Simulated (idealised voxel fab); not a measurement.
Process module name: voxel ribs on slabs
Cross-sectional view cut (width: 230 nm; square cell size: 5 nm).
Heads up, the way a cross-section reads in here is a grid of square cells, handed over as bands from the top down, with every band being one or more rows of cells.
Band: top and bottom heights (nm) first, top before bottom; then materials from left to right, widths in nm. "all across" marks a sole material filling the band edge to edge. "air" denotes empty space.
Ref level 0: as-received wafer is one material below here. Bottom band extends down with no lower bound ("0..down").
Width: "30 to 40" (first number = top row, second number = bottom row, same change from row to row of cells).
Basically "nothing was modified" means that step didn't change any cell in the cross-section.
Empty spaces without an open route to the top, at least 8 cells in extent, make up the entry "Encapsulated voids"; each is given as width x height at distance, where the distance is measured from the left edge, and all are in nm.
Formally, on a step line, whatever follows the settings is a remark that the simulator itself makes on the step.
"overlay nm", when on a step's line for a step with a mask, measures how far to the right of its planned place the mask lay; a negative measure means to the left.
SO HERE'S THE LINEUP OF PROCESS STEPS WE PLANNED
1) RECEIVE [material Si]
2) DIRECTIONAL_DEP [material SiO2] [thk nm 20]
3) DIRECTIONAL_DEP [material polySi] [thk nm 20]
4) DIRECTIONAL_DEP [material aC] [thk nm 10]
5) PATTERN [tone cover] [mask id RIB] [material resist] [width nm 25] [thk nm 30] [overlay nm 0]
6) DIRECTIONAL_ETCH [etch materials aC] [depth nm 10]
7) STRIP [etch materials resist]
8) DIRECTIONAL_ETCH [etch materials polySi] [depth nm 5]
9) STRIP [etch materials aC]
10) MASKED_ETCH [tone cover] [mask id SLAB] [width nm 65] [etch materials polySi] [depth nm 15] [overlay nm 0]
11) FILL_DEP [material SiO2] [thk nm 20]
12) CMP [height nm 55]
13) DIRECTIONAL_DEP [material W] [thk nm 5]
14) PATTERN [tone cover] [mask id HEATER] [material resist] [width nm 35] [thk nm 20] [overlay nm 0]
15) DIRECTIONAL_ETCH [etch materials W] [depth nm 5]
16) STRIP [etch materials resist]
17) CONFORMAL_DEP [material SiO2] [thk nm 5]
OF TWO WAFERS, THE FIRST: RUN ACCORDING TO PLAN
DELIVERED WAFER IN CROSS-SECTION: STATE AFTER STEP 1
0..down | Si all across
Encapsulated voids: none
AFTER STEP 2, IN CROSS-SECTION
20..0 | SiO2 all across
Anything lower than 0 is untouched.
AFTER STEP 3, IN CROSS-SECTION
40..20 | polySi all across
Anything lower than 20 is untouched.
AFTER STEP 4, IN CROSS-SECTION
50..40 | aC all across
Anything lower than 40 is untouched.
AFTER STEP 5, IN CROSS-SECTION
80..50 | 100 air  25 resist  105 air
Anything lower than 50 is untouched.
AFTER STEP 6, IN CROSS-SECTION
70..50 | 100 air  25 resist  105 air
50..40 | 100 air  25 aC  105 air
Anything lower than 40 is untouched.
AFTER STEP 7, IN CROSS-SECTION
50..40 | 100 air  25 aC  105 air
Anything lower than 40 is untouched.
AFTER STEP 8, IN CROSS-SECTION
50..40 | 100 air  25 aC  105 air
40..35 | 100 air  25 polySi  105 air
Anything lower than 35 is untouched.
AFTER STEP 9, IN CROSS-SECTION
40..35 | 100 air  25 polySi  105 air
Anything lower than 35 is untouched.
AFTER STEP 10, IN CROSS-SECTION
40..35 | 100 air  25 polySi  105 air
35..20 | 80 air  65 polySi  85 air
Anything lower than 20 is untouched.
AFTER STEP 11, IN CROSS-SECTION
60..40 | SiO2 all across
40..35 | 100 SiO2  25 polySi  105 SiO2
35..20 | 80 SiO2  65 polySi  85 SiO2
Anything lower than 20 is untouched.
AFTER STEP 12, IN CROSS-SECTION
55..40 | SiO2 all across
Anything lower than 40 is untouched.
AFTER STEP 13, IN CROSS-SECTION
60..55 | W all across
Anything lower than 55 is untouched.
AFTER STEP 14, IN CROSS-SECTION
80..60 | 95 air  35 resist  100 air
Anything lower than 60 is untouched.
AFTER STEP 15, IN CROSS-SECTION
80..60 | 95 air  35 resist  100 air
60..55 | 95 air  35 W  100 air
Anything lower than 55 is untouched.
AFTER STEP 16, IN CROSS-SECTION
60..55 | 95 air  35 W  100 air
Anything lower than 55 is untouched.
AFTER STEP 17, IN CROSS-SECTION
65..60 | 90 air  45 SiO2  95 air
60..55 | 95 SiO2  35 W  100 SiO2
Anything lower than 55 is untouched.
SECOND WAFER: SAME START AND SAME PLAN AS THE FIRST, ONE EXECUTION ERROR; IDENTICAL TO THE FIRST THROUGH STEP 12
SECOND WAFER: CROSS-SECTION AT THE SCHEDULED END OF STEP 13
60..55 | polySi all across
Anything lower than 55 is untouched.
SECOND WAFER: CROSS-SECTION AT THE SCHEDULED END OF STEP 14
80..60 | 95 air  35 resist  100 air
Anything lower than 60 is untouched.
Second wafer: cross-section at the scheduled end of step 15: nothing was modified
SECOND WAFER: CROSS-SECTION AT THE SCHEDULED END OF STEP 16
60..55 | polySi all across
Anything lower than 55 is untouched.
SECOND WAFER: CROSS-SECTION AT THE SCHEDULED END OF STEP 17
65..60 | SiO2 all across
Anything lower than 60 is untouched.
Want to know what went wrong? not per plan at step 13, really ran DIRECTIONAL_DEP [material polySi] [thk nm 5]
Count the cells at the end and the second wafer has more or fewer of some materials than the first: 2 fewer of SiO2; 7 fewer of W; 46 more of polySi
